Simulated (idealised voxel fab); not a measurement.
process module | voxel fin reveal
cross-section cut | 150 nm wide | cells 5 nm
A cross-section is a grid of square cells, given in bands from the top down. A band is one or more rows of cells.
Each band's line starts with the height of the band's top and of its bottom, in nm. Then come its materials from left to right, each with its width in nm. One material with "throughout" fills the band from edge to edge. "air" is empty space.
Height 0 is the level under which the wafer as received is all one material. The lowest band goes on downwards, as in "0 down".
A width such as "30 to 40" changes by the same amount from each row of cells to the next, from the band's top row to its bottom row.
"no change" after a step means that no cell of the cross-section changed.
closed voids: empty space of 8 cells or more with no open way to the top, each as width x height at its distance from the left edge, in nm
after a step's settings: what the simulator itself notes on the step
overlay nm, on a step with a mask: how far to the right of its planned place the mask lay; to the left if negative
plan
1 op RECEIVE | material Si
2 op CONFORMAL_DEP | material SiN | thk nm 10
3 op DIRECTIONAL_DEP | material aC | thk nm 10
4 op PATTERN | tone cover | mask id FINS | material resist | width nm 15 | pitch nm 40 | thk nm 25 | overlay nm -15
5 op DIRECTIONAL_ETCH | etch materials aC | depth nm 10
6 op STRIP | etch materials resist
7 op DIRECTIONAL_ETCH | etch materials SiN | depth nm 10
8 op DIRECTIONAL_ETCH | etch materials Si | depth nm 40
9 op STRIP | etch materials aC
10 op FILL_DEP | material SiO2 | thk nm 5
11 op CMP | height nm 10
12 op SELECTIVE_ETCH | etch materials SiO2 | depth nm 25
13 op STRIP | etch materials SiN
varied across the wafers: overlay nm of step 4. The plan shows the first wafer's value. All wafers start alike
first wafer as received, after step 1
  0 down: Si throughout
  closed voids: none
first wafer at the end, after step 13
  0 to -15: air 30 | Si 15 | air 25 | Si 15 | air 65
  -15 to -40: SiO2 30 | Si 15 | SiO2 25 | Si 15 | SiO2 65
  -40 down: Si throughout
  closed voids: none
last wafer at the end
  0 to -15: air 60 | Si 15 | air 25 | Si 15 | air 35
  -15 to -40: SiO2 60 | Si 15 | SiO2 25 | Si 15 | SiO2 35
  -40 down: Si throughout
  closed voids: none
each wafer at the end: cells of each material gained (+) or lost (-) since it was received, then its closed voids
overlay nm -15 | -192 Si | +120 SiO2 | closed voids: none
overlay nm -10 | -192 Si | +120 SiO2 | closed voids: none
overlay nm -5 | -192 Si | +120 SiO2 | closed voids: none
overlay nm 0 | -192 Si | +120 SiO2 | closed voids: none
overlay nm 5 | -192 Si | +120 SiO2 | closed voids: none
overlay nm 10 | -192 Si | +120 SiO2 | closed voids: none
overlay nm 15 | -192 Si | +120 SiO2 | closed voids: none
